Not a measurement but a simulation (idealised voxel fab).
process module | voxel capacitor over wiring
cross-section cut | 205 nm wide | cells 5 nm
A cross-section is a grid of square cells, given in bands from the top down. A band is one or more rows of cells.
Each band's line starts with the height of the band's top and of its bottom, in nm. Then come its materials from left to right, each with its width in nm. One material with "throughout" fills the band from edge to edge. "air" is empty space.
Height 0 is the level under which the wafer as received is all one material. The lowest band goes on downwards, as in "0 down".
A width such as "30 to 40" changes by the same amount from each row of cells to the next, from the band's top row to its bottom row.
"no change" after a step means that no cell of the cross-section changed.
closed voids: empty space of 8 cells or more with no open way to the top, each as width x height at its distance from the left edge, in nm
after a step's settings: what the simulator itself notes on the step
overlay nm, on a step with a mask: how far to the right of its planned place the mask lay; to the left if negative
plan
1 op RECEIVE | material Si
2 op CONFORMAL_DEP | material SiO2 | thk nm 10
3 op CONFORMAL_DEP | material SiCN | thk nm 5
4 op DIRECTIONAL_DEP | material lowk | thk nm 25
5 op MASKED_ETCH | tone open | mask id METAL_1 | width nm 25 | pitch nm 90 | etch materials lowk | depth nm 25 | overlay nm 0
6 op MASKED_ETCH | tone open | mask id METAL_1 | width nm 25 | pitch nm 90 | etch materials SiCN | depth nm 5 | overlay nm 0
7 op CONFORMAL_DEP | material TiN | thk nm 5
8 op FILL_DEP | material Cu | thk nm 5
9 op CMP | height nm 40
10 op CONFORMAL_DEP | material SiCN | thk nm 5
11 op DIRECTIONAL_DEP | material lowk | thk nm 10
12 op MASKED_ETCH | tone open | mask id PLUG_1 | width nm 15 | etch materials lowk | depth nm 10 | overlay nm 0
13 op MASKED_ETCH | tone open | mask id PLUG_1 | width nm 15 | etch materials SiCN | depth nm 5 | overlay nm 0
14 op CONFORMAL_DEP | material TiN | thk nm 5
15 op FILL_DEP | material Ru | thk nm 5
16 op CMP | height nm 55
17 op DIRECTIONAL_DEP | material TiN | thk nm 10
18 op DIRECTIONAL_DEP | material SiN | thk nm 5
19 op DIRECTIONAL_DEP | material TiN | thk nm 10
20 op PATTERN | tone cover | mask id UPPER_PLATE | material resist | width nm 70 | thk nm 15 | overlay nm 0
21 op DIRECTIONAL_ETCH | etch materials TiN | depth nm 10
22 op DIRECTIONAL_ETCH | etch materials SiN | depth nm 5
23 op STRIP | etch materials resist
24 op PATTERN | tone cover | mask id LOWER_PLATE | material resist | width nm 80 | thk nm 20 | overlay nm 0
25 op DIRECTIONAL_ETCH | etch materials TiN | depth nm 10
26 op STRIP | etch materials resist
27 op FILL_DEP | material SiO2 | thk nm 20
28 op CMP | height nm 95
29 op PATTERN | tone open | mask id PLUG_2 | material resist | width nm 15 | thk nm 20 | overlay nm 0
30 op DIRECTIONAL_ETCH | etch materials SiO2 | depth nm 15
31 op STRIP | etch materials resist
32 op CONFORMAL_DEP | material TiN | thk nm 5
33 op FILL_DEP | material Ru | thk nm 10
34 op CMP | height nm 95
35 op CONFORMAL_DEP | material SiN | thk nm 5
as received, after step 1
  0 down: Si throughout
  closed voids: none
first wafer at the end, as planned
  100 to 95: SiN throughout
  95 to 85: SiO2 65 | TiN 5 | Ru 5 | TiN 5 | SiO2 125
  85 to 80: SiO2 65 | TiN 15 | SiO2 125
  80 to 70: SiO2 55 | TiN 70 | SiO2 80
  70 to 65: SiO2 55 | SiN 70 | SiO2 80
  65 to 55: SiO2 50 | TiN 80 | SiO2 75
  55 to 45: lowk 55 | TiN 5 | Ru 5 | TiN 5 | lowk 135
  45 to 40: SiCN 55 | TiN 15 | SiCN 135
  40 to 15: lowk 45 | TiN 5 | Cu 15 | TiN 5 | lowk 65 | TiN 5 | Cu 15 | TiN 5 | lowk 45
  15 to 10: SiCN 45 | TiN 25 | SiCN 65 | TiN 25 | SiCN 45
  10 to 0: SiO2 throughout
  0 down: Si throughout
  closed voids: none
second wafer at the end: like start, like plan, one mistake
  100 to 95: SiN throughout
  95 to 85: SiO2 65 | TiN 5 | Ru 5 | TiN 5 | SiO2 125
  85 to 80: SiO2 65 | TiN 15 | SiO2 125
  80 to 75: SiO2 55 | SiN 70 | SiO2 80
  75 to 65: SiO2 50 | TiN 80 | SiO2 75
  65 to 55: TiN throughout
  55 to 45: lowk 55 | TiN 5 | Ru 5 | TiN 5 | lowk 135
  45 to 40: SiCN 55 | TiN 15 | SiCN 135
  40 to 15: lowk 45 | TiN 5 | Cu 15 | TiN 5 | lowk 65 | TiN 5 | Cu 15 | TiN 5 | lowk 45
  15 to 10: SiCN 45 | TiN 25 | SiCN 65 | TiN 25 | SiCN 45
  10 to 0: SiO2 throughout
  0 down: Si throughout
  closed voids: none
what went wrong: steps 18 and 19 were swapped
at the end the second wafer has, in cells: 54 fewer of SiO2 | 54 more of TiN
